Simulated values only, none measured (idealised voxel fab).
This is a process module. Its name is voxel gate over fins.
The figure presents cross-section cut, which has a width of 285 nm and is divided into square cells with an edge length of 5 nm.
Reading order for cross-sections: top band down to bottom band. Underlying form: a grid of square cells. Band size: one or more rows of cells.
Top height, bottom height, nm. Materials left to right, width each, nm. Single material + "edge to edge" = fills band edge to edge. "empty" = empty.
The level at which height equals 0 is the one under which the wafer, as it arrives, is entirely one material. No lower edge exists for the bottom band, which continues downward and is notated as in "0 -> down".
Width spec "30 to 40" -> top row of cells at first value, bottom row at second value, equal per-row change in between.
Any step labelled "all unchanged" changed none of the cells in the cross-section.
In "Sealed-off cavities" the enclosed voids are listed, meaning empty spaces of 8 cells or larger without any opening to the top. The form is width x height at distance, distance from the left edge, units nm.
Read whatever lies past the settings on a step's line as the simulator's own remark about the step.
Each step line may optionally specify "overlay nm", which for a step with a mask gives the rightward distance between the mask's planned place and where it lay, a negative value indicating the leftward direction.
-- The process steps that were planned are listed below
1,RECEIVE,material Si
2,CONFORMAL_DEP,material SiN,thk nm 5
3,MASKED_ETCH,tone cover,mask id FINS,width nm 15,pitch nm 60,etch materials SiN,depth nm 5,overlay nm 0
4,MASKED_ETCH,tone cover,mask id FINS,width nm 15,pitch nm 60,etch materials Si,depth nm 35,overlay nm 0
5,OXIDIZE,depth nm 5
6,FILL_DEP,material SiO2,thk nm 5
7,CMP,height nm 5
8,PATTERN,tone open,mask id RAIL,material resist,width nm 15,thk nm 20,overlay nm -15
9,DIRECTIONAL_ETCH,etch materials SiO2,depth nm 35
10,STRIP,etch materials resist
11,CONFORMAL_DEP,material TiN,thk nm 5
12,FILL_DEP,material W,thk nm 10
13,CMP,height nm 5
14,SELECTIVE_ETCH,etch materials W Ru TiN,depth nm 30
15,FILL_DEP,material SiO2,thk nm 5
16,CMP,height nm 5
17,SELECTIVE_ETCH,etch materials SiO2,depth nm 20
18,STRIP,etch materials SiN
19,CONFORMAL_DEP,material HfO2,thk nm 5
20,CONFORMAL_DEP,material TiN,thk nm 5
21,FILL_DEP,material W,thk nm 10
22,CMP,height nm 15
23,CONFORMAL_DEP,material SiN,thk nm 10
For this document, wafers share an identical start and vary in the step 8 overlay nm; the plan quotes the first wafer's value.
-- The first of several wafers, as received after step 1, seen in section
	0 -> down: Si edge to edge
	Sealed-off cavities: none
-- The following table contains a row per wafer, in which are reported, at the conclusion of the module, the cells of each material gained (+) or lost (-) since the wafer's receipt, with its closed voids given thereafter
overlay nm -15 | +81 HfO2 | -424 Si | +114 SiN | +262 SiO2 | +84 TiN | +168 W | Sealed-off cavities: none
overlay nm -10 | +81 HfO2 | -424 Si | +114 SiN | +262 SiO2 | +84 TiN | +168 W | Sealed-off cavities: none
overlay nm -5 | +81 HfO2 | -424 Si | +114 SiN | +262 SiO2 | +84 TiN | +168 W | Sealed-off cavities: none
overlay nm 0 | +81 HfO2 | -424 Si | +114 SiN | +262 SiO2 | +84 TiN | +168 W | Sealed-off cavities: none
overlay nm 5 | +81 HfO2 | -424 Si | +114 SiN | +262 SiO2 | +84 TiN | +168 W | Sealed-off cavities: none
overlay nm 10 | +81 HfO2 | -424 Si | +114 SiN | +262 SiO2 | +84 TiN | +168 W | Sealed-off cavities: none
overlay nm 15 | +81 HfO2 | -424 Si | +114 SiN | +262 SiO2 | +84 TiN | +168 W | Sealed-off cavities: none
